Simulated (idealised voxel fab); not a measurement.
Process module name: voxel fin reveal
For reference, the cross-section in this document is cut, with width 160 nm and square cells of 5 nm.
Cross-section spec: square-cell grid; bands listed top down; each band is one or more rows.
Band entry format. Leading values: height of top, height of bottom, nm. Remainder: materials in left-to-right order, each with its width in nm. Special words: "throughout" on a single material, which then fills the band edge to edge; "empty", empty space.
Basically, 0 is our baseline, since under it the wafer straight out of the box is all one material. The bottom band has no lower end and keeps on going down, so it looks like "0 -> down".
Per-row width for "30..40": begins at first number (top row of band), ends at second number (bottom row), increment between rows held constant.
Reading "remained the same" for a step: not a cell of the cross-section changed in it.
So "Unvented cavities" is basically the list of trapped voids: any empty space of 8 cells or more that can't reach the top through an opening. They're written width x height at distance, the distance being from the left edge, and it's all nm.
On each step's line, the part that comes after the settings is the simulator's own comment on the step.
Among the settings permitted on a step's line is "overlay nm"; applied to a step with a mask, it specifies the extent to which the mask lay to the right of its planned position, whereas a negative figure signifies a position to the left.

### Intended process steps
1: RECEIVE | material Si
2: CONFORMAL_DEP | material SiN | thk nm 5
3: MASKED_ETCH | tone cover | mask id FINS | width nm 15 | pitch nm 45 | etch materials SiN | depth nm 5 | overlay nm 0
4: MASKED_ETCH | tone cover | mask id FINS | width nm 15 | pitch nm 45 | etch materials Si | depth nm 30 | overlay nm 0
5: OXIDIZE | depth nm 5
6: FILL_DEP | material SiO2 | thk nm 10
7: CMP | height nm 5
8: SELECTIVE_ETCH | etch materials SiO2 | depth nm 25
9: STRIP | etch materials SiN
10: CONFORMAL_DEP | material SiO2 | thk nm 5

### So this is the incoming wafer in cross-section - it's already been through step 1
0 -> down: Si throughout
Unvented cavities: none

### Final wafer profile in cross-section after the module, from the same start and plan as above, with one mistake made during processing
5 -> 0: empty (50) / SiO2 (15) / empty (30) / SiO2 (15) / empty (50)
0 -> -15: empty (50) / SiO2 (5) / Si (5) / SiO2 (5) / empty (30) / SiO2 (5) / Si (5) / SiO2 (5) / empty (50)
-15 -> -25: SiO2 (55) / Si (5) / SiO2 (40) / Si (5) / SiO2 (55)
-25 -> down: Si throughout
Unvented cavities: none
What broke from the plan during processing? step 4 off recipe, ran as MASKED_ETCH | tone cover | mask id FINS | width nm 15 | pitch nm 45 | etch materials Si | depth nm 20 | overlay nm 0
